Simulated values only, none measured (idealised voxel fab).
voxel capacitor over wiring: a process module
Square cell edge 5 nm, section width 275 nm, ID cut.
This document writes a cross-section as a grid whose cells are square, and gives it as bands, listed from the top down; one or more rows of cells form a band. A band entry consists of two parts. The first gives the height of the band's top and the height of its bottom, in nm. The rest lists the band's materials from left to right, each with its width in nm. A single material labelled with the word "edge to edge" fills the band from edge to edge, and the word "air" marks empty space. Zero point of the height axis is 0; under it, received wafer = one material. Lowest band: continues down indefinitely, "0 nm and below". The expression "30 to 40" gives the width at the extremes of the band, the first number at its top row of cells and the second at its bottom row, with the width changing by equal amounts from each row to the next in between. Reading "no alteration" for a step: not a cell of the cross-section changed in it. Closed empty spaces (no open way to the top) of 8 cells or more are what "Voids, fully enclosed" lists, each as width x height at distance from the left edge, nm for all three. Formally, on a step line, whatever follows the settings is a remark that the simulator itself makes on the step. Each step line may optionally specify "overlay nm", which for a step with a mask gives the rightward distance between the mask's planned place and where it lay, a negative value indicating the leftward direction.

[Set out below are the planned steps of the process]
1 RECEIVE: material Si
2 CONFORMAL_DEP: material SiO2, thk nm 10
3 DIRECTIONAL_DEP: material TiN, thk nm 5
4 DIRECTIONAL_DEP: material Ru, thk nm 15
5 DIRECTIONAL_DEP: material aC, thk nm 10
6 PATTERN: tone cover, mask id METAL_1, material resist, width nm 25, pitch nm 85, thk nm 30, overlay nm 0
7 DIRECTIONAL_ETCH: etch materials aC, depth nm 10
8 STRIP: etch materials resist
9 DIRECTIONAL_ETCH: etch materials Ru, depth nm 15
10 DIRECTIONAL_ETCH: etch materials TiN, depth nm 5
11 STRIP: etch materials aC
12 CONFORMAL_DEP: material SiN, thk nm 5
13 FILL_DEP: material lowk, thk nm 5
14 CMP: height nm 30
15 CONFORMAL_DEP: material SiCN, thk nm 5
16 DIRECTIONAL_DEP: material lowk, thk nm 20
17 PATTERN: tone open, mask id PLUG_1, material resist, width nm 15, thk nm 15, overlay nm 0
18 DIRECTIONAL_ETCH: etch materials lowk, depth nm 20
19 DIRECTIONAL_ETCH: etch materials SiCN, depth nm 5
20 STRIP: etch materials resist
21 EPI: material Ru, thk nm 10
22 EPI: material Ru, thk nm 10
23 EPI: material Ru, thk nm 5
24 DIRECTIONAL_DEP: material TiN, thk nm 5
25 DIRECTIONAL_DEP: material Al2O3, thk nm 5
26 DIRECTIONAL_DEP: material TiN, thk nm 5
27 PATTERN: tone cover, mask id UPPER_PLATE, material resist, width nm 65, thk nm 20, overlay nm 0
28 DIRECTIONAL_ETCH: etch materials TiN, depth nm 5
29 DIRECTIONAL_ETCH: etch materials Al2O3, depth nm 5
30 STRIP: etch materials resist
31 PATTERN: tone cover, mask id LOWER_PLATE, material resist, width nm 75, thk nm 20, overlay nm 0
32 DIRECTIONAL_ETCH: etch materials TiN, depth nm 5
33 STRIP: etch materials resist
34 FILL_DEP: material SiO2, thk nm 20
35 CMP: height nm 85
36 PATTERN: tone open, mask id PLUG_2, material resist, width nm 15, thk nm 20, overlay nm 0
37 DIRECTIONAL_ETCH: etch materials SiO2, depth nm 15
38 STRIP: etch materials resist
39 CONFORMAL_DEP: material TiN, thk nm 5
40 FILL_DEP: material W, thk nm 5
41 CMP: height nm 85
42 CONFORMAL_DEP: material SiCN, thk nm 5
All wafers enter the flow in the same state. The thk nm at step 26 differs from wafer to wafer, and the plan gives the value for the first wafer.

[Cross-section of the first incoming wafer of several, state after step 1]
  0 nm and below | Si edge to edge
  Voids, fully enclosed: none

[Rows = wafers. At module end, each row lists per material the cells gained (+) or lost (-) since the wafer was received, then the closed voids]
thk nm 5 | +13 Al2O3 | +45 Ru | +107 SiCN | +57 SiN | +390 SiO2 | +45 TiN | +2 W | +331 lowk | Voids, fully enclosed: none
thk nm 10 | +55 Al2O3 | +45 Ru | +107 SiCN | +57 SiN | +296 SiO2 | +98 TiN | +1 W | +331 lowk | Voids, fully enclosed: none
thk nm 15 | +55 Al2O3 | +45 Ru | +107 SiCN | +57 SiN | +244 SiO2 | +151 TiN | +331 lowk | Voids, fully enclosed: none
thk nm 20 | +55 Al2O3 | +45 Ru | +107 SiCN | +57 SiN | +192 SiO2 | +203 TiN | +331 lowk | Voids, fully enclosed: none
